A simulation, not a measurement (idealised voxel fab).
Documented hereafter: the process module known as voxel tone inversion.
For reference, the cross-section in this document is cut, with width 230 nm and square cells of 5 nm.
A cross-section in this document is a grid of square cells, and it is written down as bands, the top band listed before the ones below it; a band is made up of one or more rows of cells.
Heads up on the band format: heights come first, top then bottom, in nm. After that it's the materials left to right, each with its width in nm. A single material flagged "edge to edge" fills the whole band edge to edge, and "empty" means there's empty space there.
Measure heights from 0. That's the level where, below it, the as-received wafer is all one material. The lowest band is bottomless and extends downward; write it as in "0 -> down".
The notation "30..40" denotes a width that varies across the rows of cells in the band, beginning at the first number in the top row, finishing at the second number in the bottom row, and changing by an identical amount from each row to the next.
"nothing changed" means the step left every cell of the cross-section as it was.
You'll see "Closed void list" listing empty spaces that have no way open to the top, as long as they're 8 cells or more; the notation is width x height at distance, where the distance is from the left edge, and all of it is in nm.
The remark found on a step's line after its settings is issued by the simulator itself and pertains to that step.
The "overlay nm" setting may appear on a step's line; for a step that uses a mask, it gives how far to the right of its planned position the mask lay, and a negative value indicates the left.
-- The planned process steps are enumerated hereunder
1 RECEIVE: material Si
2 CONFORMAL_DEP: material SiN, thk nm 10
3 DIRECTIONAL_DEP: material polySi, thk nm 20
4 PATTERN: tone cover, mask id POSTS, material resist, width nm 15, pitch nm 40, thk nm 25, overlay nm 0
5 DIRECTIONAL_ETCH: etch materials polySi, depth nm 20
6 STRIP: etch materials resist
7 FILL_DEP: material SiO2, thk nm 5
8 CMP: height nm 30
9 STRIP: etch materials polySi
Among the wafers covered here, the point of difference is the width nm at step 4; their starting state is shared, and the plan presents the value of the first wafer.
-- first wafer as received, after step 1
* 0 -> down = Si edge to edge
* Closed void list: none
-- Last step of the module is step 9; after it, the first of several wafers in cross-section
* 30 -> 10 = 65 nm SiO2 / 15 nm empty / 25 nm SiO2 / 15 nm empty / 25 nm SiO2 / 15 nm empty / 70 nm SiO2
* 10 -> 0 = SiN edge to edge
* 0 -> down = Si edge to edge
* Closed void list: none
-- Here's the last wafer cross-sectioned at the end of the module
* 30 -> 10 = 60 nm SiO2 / 25 nm empty / 15 nm SiO2 / 25 nm empty / 15 nm SiO2 / 25 nm empty / 65 nm SiO2
* 10 -> 0 = SiN edge to edge
* 0 -> down = Si edge to edge
* Closed void list: none
-- End of module, by wafer: material-by-material cell gain (+) or loss (-) since receipt, then closed voids
width nm 15; +92 SiN; +148 SiO2; Closed void list: none
width nm 20; +92 SiN; +136 SiO2; Closed void list: none
width nm 25; +92 SiN; +124 SiO2; Closed void list: none
